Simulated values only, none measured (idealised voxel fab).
Title: Process Module voxel ribs on slabs
The cross-section on display is named cut; it measures 150 nm wide, and its cells are 5 nm squares.
Notation: cross-section as square-cell grid; stated in bands, top first, going down; one or more cell rows per band. For a band, the entry starts with two heights in nm, that of the top and then that of the bottom, and carries on with the band's materials in order from left to right, each alongside its width in nm; the word "edge to edge" beside a single material means it fills the band edge to edge, and "blank" means empty space. All heights in this document are referenced to 0, defined as the level beneath which the wafer, as received, consists entirely of one material. The lowest band is not bounded below; it extends indefinitely downward and is written in the form "0 and below". The notation "30..40" denotes a width that varies across the rows of cells in the band, beginning at the first number in the top row, finishing at the second number in the bottom row, and changing by an identical amount from each row to the next. No cell of the cross-section changed in a step that is given as "left unchanged". The label "Closed void inventory" introduces a list of the empty spaces, 8 cells or larger, that have no open way up to the top; each entry in it reads width x height at distance, where the distance is taken from the left edge and all three are stated in nm. Heads up: the bit after the settings on a step's line is the simulator's remark on that step. overlay nm, on a step with a mask: how far to the right of its planned place the mask lay; to the left if negative.

### So here's the lineup of process steps we planned
1. RECEIVE [material Si]
2. DIRECTIONAL_DEP [material SiO2] [thk nm 25]
3. DIRECTIONAL_DEP [material polySi] [thk nm 15]
4. DIRECTIONAL_DEP [material aC] [thk nm 10]
5. PATTERN [tone cover] [mask id RIB] [material resist] [width nm 15] [thk nm 25] [overlay nm 0]
6. DIRECTIONAL_ETCH [etch materials aC] [depth nm 10]
7. STRIP [etch materials resist]
8. DIRECTIONAL_ETCH [etch materials polySi] [depth nm 10]
9. STRIP [etch materials aC]
10. DIRECTIONAL_DEP [material aC] [thk nm 15]
11. PATTERN [tone cover] [mask id SLAB] [material resist] [width nm 55] [thk nm 35] [overlay nm 0]
12. DIRECTIONAL_ETCH [etch materials aC] [depth nm 15]
13. STRIP [etch materials resist]
14. DIRECTIONAL_ETCH [etch materials polySi] [depth nm 5]
15. STRIP [etch materials aC]
16. FILL_DEP [material SiO2] [thk nm 15]
17. CMP [height nm 50]
18. DIRECTIONAL_DEP [material TiN] [thk nm 10]
19. DIRECTIONAL_DEP [material aC] [thk nm 15]
20. PATTERN [tone cover] [mask id HEATER] [material resist] [width nm 25] [thk nm 35] [overlay nm 0]
21. DIRECTIONAL_ETCH [etch materials aC] [depth nm 15]
22. STRIP [etch materials resist]
23. DIRECTIONAL_ETCH [etch materials TiN] [depth nm 10]
24. STRIP [etch materials aC]
25. CONFORMAL_DEP [material SiN] [thk nm 5]

### The cross-section here shows the wafer as received, i.e. in its state after step 1
- 0 and below = Si edge to edge
- Closed void inventory: none

### Final cross-section, module run with one mistake (start and plan as above)
- 65 down to 60 = 55 nm blank  35 nm SiN  60 nm blank
- 60 down to 55 = 55 nm blank  5 nm SiN  25 nm TiN  5 nm SiN  60 nm blank
- 55 down to 50 = 60 nm SiN  25 nm TiN  65 nm SiN
- 50 down to 15 = SiO2 edge to edge
- 15 down to 0 = polySi edge to edge
- 0 and below = Si edge to edge
- Closed void inventory: none
Plan not followed: steps 2 and 3 were swapped
